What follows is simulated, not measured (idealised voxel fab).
The following is a process module called voxel wiring stack.
The width of the displayed cross-section, cut, is 235 nm; its cells are square, with a size of 5 nm.
How to read a cross-section here: the picture is a grid of square cells, written as bands going from the top down, and any band can span one or more rows of cells.
Heights first: top, then bottom, in nm. Then materials, left to right, each with a width in nm. "everywhere" on a single material: fills the band edge to edge. "air": empty space.
A quick word on heights: they are counted from 0, and under that level the wafer as it came to us is one material throughout. The lowest band is different from the rest in having no bottom; it simply continues downward, written as in "0 down".
The width entry "30 to 40" should be interpreted row by row: the top row of cells in the band takes the first number, the bottom row takes the second number, and the change between adjacent rows is uniform throughout.
Key: "no alterations made" - step with no changed cell in the cross-section.
"Enclosed void listing" specifies each empty space that is not open to the top and that occupies no fewer than 8 cells, using the form width x height at distance, the distance measured from the left edge and all three quantities in nm.
Read whatever lies past the settings on a step's line as the simulator's own remark about the step.
What "overlay nm" on a step's line means: if the step has a mask, that mask lay this far to the right of its planned place, or, when the value is negative, to the left.

THIS SECTION LISTS THE PROCESS STEPS THAT WERE PLANNED
- 1: RECEIVE (material Si)
- 2: CONFORMAL_DEP (material SiO2; thk nm 10)
- 3: DIRECTIONAL_DEP (material TiN; thk nm 5)
- 4: DIRECTIONAL_DEP (material W; thk nm 15)
- 5: PATTERN (tone cover; mask id METAL_1; material resist; width nm 25; pitch nm 45; thk nm 20; overlay nm 0)
- 6: DIRECTIONAL_ETCH (etch materials W; depth nm 15)
- 7: DIRECTIONAL_ETCH (etch materials TiN; depth nm 5)
- 8: STRIP (etch materials resist)
- 9: CONFORMAL_DEP (material SiCN; thk nm 5)
- 10: FILL_DEP (material SiO2; thk nm 5)
- 11: CMP (height nm 30)
- 12: CONFORMAL_DEP (material SiCN; thk nm 5)
- 13: DIRECTIONAL_DEP (material lowk; thk nm 15)
- 14: PATTERN (tone open; mask id PLUG_1; material resist; width nm 15; thk nm 20; overlay nm 0)
- 15: DIRECTIONAL_ETCH (etch materials lowk; depth nm 15)
- 16: DIRECTIONAL_ETCH (etch materials SiCN; depth nm 5)
- 17: STRIP (etch materials resist)
- 18: EPI (material Ru; thk nm 10)
- 19: EPI (material Ru; thk nm 10)
- 20: CONFORMAL_DEP (material SiN; thk nm 5)
- 21: DIRECTIONAL_DEP (material SiO2; thk nm 25)
- 22: PATTERN (tone open; mask id METAL_2; material resist; width nm 25; pitch nm 45; thk nm 20; overlay nm 0)
- 23: DIRECTIONAL_ETCH (etch materials SiO2; depth nm 25)
- 24: DIRECTIONAL_ETCH (etch materials SiN; depth nm 5)
- 25: STRIP (etch materials resist)
- 26: CONFORMAL_DEP (material TiN; thk nm 5)
- 27: FILL_DEP (material Cu; thk nm 10)
- 28: CMP (height nm 80)
- 29: CONFORMAL_DEP (material SiCN; thk nm 5)
- 30: DIRECTIONAL_DEP (material lowk; thk nm 10)
- 31: PATTERN (tone open; mask id PLUG_2; material resist; width nm 15; pitch nm 45; thk nm 20; overlay nm 0)
- 32: DIRECTIONAL_ETCH (etch materials lowk; depth nm 10)
- 33: DIRECTIONAL_ETCH (etch materials SiCN; depth nm 5)
- 34: STRIP (etch materials resist)
- 35: EPI (material Ru; thk nm 10)
- 36: EPI (material Ru; thk nm 5)
- 37: DIRECTIONAL_DEP (material TiN; thk nm 5)
- 38: DIRECTIONAL_DEP (material Ru; thk nm 15)
- 39: DIRECTIONAL_DEP (material aC; thk nm 10)
- 40: PATTERN (tone cover; mask id METAL_3; material resist; width nm 25; pitch nm 45; thk nm 25; overlay nm 0)
- 41: DIRECTIONAL_ETCH (etch materials aC; depth nm 10)
- 42: STRIP (etch materials resist)
- 43: DIRECTIONAL_ETCH (etch materials Ru; depth nm 15)
- 44: DIRECTIONAL_ETCH (etch materials TiN; depth nm 5)
- 45: STRIP (etch materials aC)
- 46: CONFORMAL_DEP (material SiN; thk nm 5)
- 47: FILL_DEP (material lowk; thk nm 10)
- 48: CMP (height nm 115)
- 49: CONFORMAL_DEP (material SiCN; thk nm 5)
- 50: DIRECTIONAL_DEP (material SiO2; thk nm 25)
- 51: DIRECTIONAL_DEP (material aC; thk nm 10)
- 52: PATTERN (tone open; mask id METAL_4_HOLES; material resist; width nm 15; pitch nm 45; thk nm 25; overlay nm 0)
- 53: DIRECTIONAL_ETCH (etch materials aC; depth nm 10)
- 54: STRIP (etch materials resist)
- 55: DIRECTIONAL_ETCH (etch materials SiO2; depth nm 25)
- 56: STRIP (etch materials aC)
- 57: MASKED_ETCH (tone open; mask id METAL_4; width nm 25; pitch nm 45; etch materials SiO2; depth nm 15; overlay nm 0)
- 58: MASKED_ETCH (tone open; mask id METAL_4; width nm 25; pitch nm 45; etch materials SiCN; depth nm 5; overlay nm 0)
- 59: CONFORMAL_DEP (material TiN; thk nm 5)
- 60: FILL_DEP (material Cu; thk nm 5)
- 61: CMP (height nm 145)
- 62: CONFORMAL_DEP (material SiN; thk nm 5)

SO THIS IS THE INCOMING WAFER IN CROSS-SECTION - IT'S ALREADY BEEN THROUGH STEP 1
  0 down = Si everywhere
  Enclosed void listing: none

ONE MISTAKE IN RUNNING THE MODULE, OTHERWISE START AND PLAN AS ABOVE: CROSS-SECTION AT THE END
  150 to 145 = SiN everywhere
  145 to 135 = SiO2: 80 / TiN: 5 / Cu: 15 / TiN: 5 / SiO2: 20 / TiN: 5 / Cu: 15 / TiN: 5 / SiO2: 85
  135 to 130 = SiO2: 80 / TiN: 5 / Cu: 5 / TiN: 15 / SiO2: 20 / TiN: 5 / Cu: 5 / TiN: 15 / SiO2: 85
  130 to 120 = SiO2: 80 / TiN: 5 / Cu: 5 / TiN: 5 / SiO2: 30 / TiN: 5 / Cu: 5 / TiN: 5 / SiO2: 95
  120 to 115 = SiCN: 80 / TiN: 15 / SiCN: 30 / TiN: 15 / SiCN: 95
  115 to 100 = lowk: 75 / SiN: 5 / Ru: 25 / SiN: 5 / lowk: 10 / SiN: 5 / Ru: 25 / SiN: 5 / lowk: 80
  100 to 95 = SiN: 80 / TiN: 25 / SiN: 20 / TiN: 25 / SiN: 85
  95 to 85 = lowk: 80 / Ru: 15 / lowk: 30 / Ru: 15 / lowk: 95
  85 to 80 = SiCN: 80 / Ru: 15 / SiCN: 30 / Ru: 15 / SiCN: 95
  80 to 55 = SiO2: 80 / TiN: 5 / Cu: 15 / TiN: 5 / SiO2: 20 / TiN: 5 / Cu: 15 / TiN: 5 / SiO2: 85
  55 to 50 = SiN: 80 / TiN: 25 / SiN: 20 / TiN: 25 / SiN: 85
  50 to 35 = lowk: 80 / Ru: 15 / lowk: 140
  35 to 30 = SiCN: 80 / Ru: 15 / SiCN: 140
  30 to 15 = SiO2: 80 / SiCN: 5 / W: 20 / SiCN: 5 / SiO2: 15 / SiCN: 5 / W: 20 / SiCN: 5 / SiO2: 80
  15 to 10 = SiCN: 85 / TiN: 20 / SiCN: 25 / TiN: 20 / SiCN: 85
  10 to 0 = SiO2 everywhere
  0 down = Si everywhere
  Enclosed void listing: none
Here's what went sideways: step 5 was run on a setting that differed from the plan, and what really ran there is PATTERN (tone cover; mask id METAL_1; material resist; width nm 20; pitch nm 45; thk nm 20; overlay nm 0)
